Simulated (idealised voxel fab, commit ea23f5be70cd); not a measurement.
The document below concerns the process module designated voxel gate over fins.
FYI the section here is cut, 265 nm wide, cells are 5 nm squares.
Each cross-section below is a grid of square cells, stated as bands in top-down order, with one or more rows of cells making up each band. Quick guide to a band line: top height, bottom height (nm) up front; then every material left to right with its width in nm. Only one material and it's marked "edge to edge"? Then it fills the band edge to edge. And "blank" just means empty space. Height 0 is the level under which the wafer as received is all one material. The lowest band goes on downwards, as in "z 0 and below". Think of "30 to 40" as a width that walks from the first number to the second as you go down the band, top row to bottom row, taking equal-sized steps from row to row. The designation "no alteration", where it is given for a processing step, indicates that no cell of the cross-section was altered in the course of that step. Empty spaces without an open route to the top, at least 8 cells in extent, make up the entry "Sealed internal voids"; each is given as width x height at distance, where the distance is measured from the left edge, and all are in nm. after a step's settings: what the simulator itself notes on the step. overlay nm: how far to the right of its planned place the mask lay on this masked step (negative: to the left).
## Intended process steps
step 1: RECEIVE with material Si
step 2: CONFORMAL_DEP with material SiN, thk nm 10
step 3: MASKED_ETCH with tone cover, mask id FINS, width nm 15, pitch nm 60, etch materials SiN, depth nm 10, overlay nm 0
step 4: MASKED_ETCH with tone cover, mask id FINS, width nm 15, pitch nm 60, etch materials Si, depth nm 40, overlay nm 0
step 5: OXIDIZE with depth nm 5
step 6: FILL_DEP with material SiO2, thk nm 5
step 7: CMP with height nm 10
step 8: MASKED_ETCH with tone open, mask id RAIL, width nm 15, etch materials SiO2, depth nm 45, overlay nm 0
step 9: CONFORMAL_DEP with material TiN, thk nm 5
step 10: FILL_DEP with material Ru, thk nm 10
step 11: CMP with height nm 10
step 12: SELECTIVE_ETCH with etch materials W Ru TiN, depth nm 30
step 13: FILL_DEP with material SiO2, thk nm 5
step 14: CMP with height nm 10
step 15: SELECTIVE_ETCH with etch materials SiO2, depth nm 20
step 16: STRIP with etch materials SiN
step 17: CONFORMAL_DEP with material HfO2, thk nm 5
step 18: CONFORMAL_DEP with material TiN, thk nm 5
step 19: CONFORMAL_DEP with material TiAl, thk nm 5
step 20: CONFORMAL_DEP with material TiN, thk nm 5
step 21: FILL_DEP with material W, thk nm 10
step 22: CMP with height nm 25
step 23: CONFORMAL_DEP with material SiCN, thk nm 10
## Here's what the wafer looked like in cross-section when it arrived - that's after step 1
> z 0 and below: Si edge to edge
> Sealed internal voids: none
## One mistake in running the module, otherwise start and plan as above: cross-section at the end
> z 35 to 25: SiCN edge to edge
> z 25 to 20: W edge to edge
> z 20 to 15: W 20 nm, then TiN 45 nm, then W 15 nm, then TiN 45 nm, then W 15 nm, then TiN 45 nm, then W 15 nm, then TiN 45 nm, then W 20 nm
> z 15 to 10: W 20 nm, then TiN 5 nm, then TiAl 35 nm, then TiN 5 nm, then W 15 nm, then TiN 5 nm, then TiAl 35 nm, then TiN 5 nm, then W 15 nm, then TiN 5 nm, then TiAl 35 nm, then TiN 5 nm, then W 15 nm, then TiN 5 nm, then TiAl 35 nm, then TiN 5 nm, then W 20 nm
> z 10 to 5: TiN 25 nm, then TiAl 5 nm, then TiN 25 nm, then TiAl 5 nm, then TiN 25 nm, then TiAl 5 nm, then TiN 25 nm, then TiAl 5 nm, then TiN 25 nm, then TiAl 5 nm, then TiN 25 nm, then TiAl 5 nm, then TiN 25 nm, then TiAl 5 nm, then TiN 25 nm, then TiAl 5 nm, then TiN 25 nm
> z 5 to 0: TiAl 30 nm, then TiN 5 nm, then HfO2 15 nm, then TiN 5 nm, then TiAl 35 nm, then TiN 5 nm, then HfO2 15 nm, then TiN 5 nm, then TiAl 35 nm, then TiN 5 nm, then HfO2 15 nm, then TiN 5 nm, then TiAl 35 nm, then TiN 5 nm, then HfO2 15 nm, then TiN 5 nm, then TiAl 30 nm
> z 0 to -5: TiN 25 nm, then TiAl 5 nm, then TiN 5 nm, then HfO2 5 nm, then Si 5 nm, then HfO2 5 nm, then TiN 5 nm, then TiAl 5 nm, then TiN 25 nm, then TiAl 5 nm, then TiN 5 nm, then HfO2 5 nm, then Si 5 nm, then HfO2 5 nm, then TiN 5 nm, then TiAl 5 nm, then TiN 25 nm, then TiAl 5 nm, then TiN 5 nm, then HfO2 5 nm, then Si 5 nm, then HfO2 5 nm, then TiN 5 nm, then TiAl 5 nm, then TiN 25 nm, then TiAl 5 nm, then TiN 5 nm, then HfO2 5 nm, then Si 5 nm, then HfO2 5 nm, then TiN 5 nm, then TiAl 5 nm, then TiN 25 nm
> z -5 to -10: HfO2 20 nm, then TiN 5 nm, then TiAl 5 nm, then TiN 5 nm, then HfO2 5 nm, then Si 5 nm, then HfO2 5 nm, then TiN 5 nm, then TiAl 5 nm, then TiN 5 nm, then HfO2 15 nm, then TiN 5 nm, then TiAl 5 nm, then TiN 5 nm, then HfO2 5 nm, then Si 5 nm, then HfO2 5 nm, then TiN 5 nm, then TiAl 5 nm, then TiN 5 nm, then HfO2 15 nm, then TiN 5 nm, then TiAl 5 nm, then TiN 5 nm, then HfO2 5 nm, then Si 5 nm, then HfO2 5 nm, then TiN 5 nm, then TiAl 5 nm, then TiN 5 nm, then HfO2 15 nm, then TiN 5 nm, then TiAl 5 nm, then TiN 5 nm, then HfO2 5 nm, then Si 5 nm, then HfO2 5 nm, then TiN 5 nm, then TiAl 5 nm, then TiN 5 nm, then HfO2 20 nm
> z -10 to -15: SiO2 15 nm, then HfO2 5 nm, then TiN 15 nm, then HfO2 5 nm, then Si 5 nm, then HfO2 5 nm, then TiN 15 nm, then HfO2 5 nm, then SiO2 5 nm, then HfO2 5 nm, then TiN 15 nm, then HfO2 5 nm, then Si 5 nm, then HfO2 5 nm, then TiN 15 nm, then HfO2 5 nm, then SiO2 5 nm, then HfO2 5 nm, then TiN 15 nm, then HfO2 5 nm, then Si 5 nm, then HfO2 5 nm, then TiN 15 nm, then HfO2 5 nm, then SiO2 5 nm, then HfO2 5 nm, then TiN 15 nm, then HfO2 5 nm, then Si 5 nm, then HfO2 5 nm, then TiN 15 nm, then HfO2 5 nm, then SiO2 15 nm
> z -15 to -20: SiO2 15 nm, then HfO2 25 nm, then Si 5 nm, then HfO2 25 nm, then SiO2 5 nm, then HfO2 25 nm, then Si 5 nm, then HfO2 25 nm, then SiO2 5 nm, then HfO2 25 nm, then Si 5 nm, then HfO2 25 nm, then SiO2 5 nm, then HfO2 25 nm, then Si 5 nm, then HfO2 25 nm, then SiO2 15 nm
> z -20 to -30: SiO2 40 nm, then Si 5 nm, then SiO2 20 nm, then TiN 5 nm, then Ru 5 nm, then TiN 5 nm, then SiO2 20 nm, then Si 5 nm, then SiO2 55 nm, then Si 5 nm, then SiO2 55 nm, then Si 5 nm, then SiO2 40 nm
> z -30 to -35: SiO2 40 nm, then Si 5 nm, then SiO2 20 nm, then TiN 15 nm, then SiO2 20 nm, then Si 5 nm, then SiO2 55 nm, then Si 5 nm, then SiO2 55 nm, then Si 5 nm, then SiO2 40 nm
> z -35 to -45: SiO2 40 nm, then Si 5 nm, then SiO2 55 nm, then Si 5 nm, then SiO2 55 nm, then Si 5 nm, then SiO2 55 nm, then Si 5 nm, then SiO2 40 nm
> z -45 and below: Si edge to edge
> Sealed internal voids: none
The plan and the run diverged here: mixed up steps 15 and 16 - ran each in the other's place
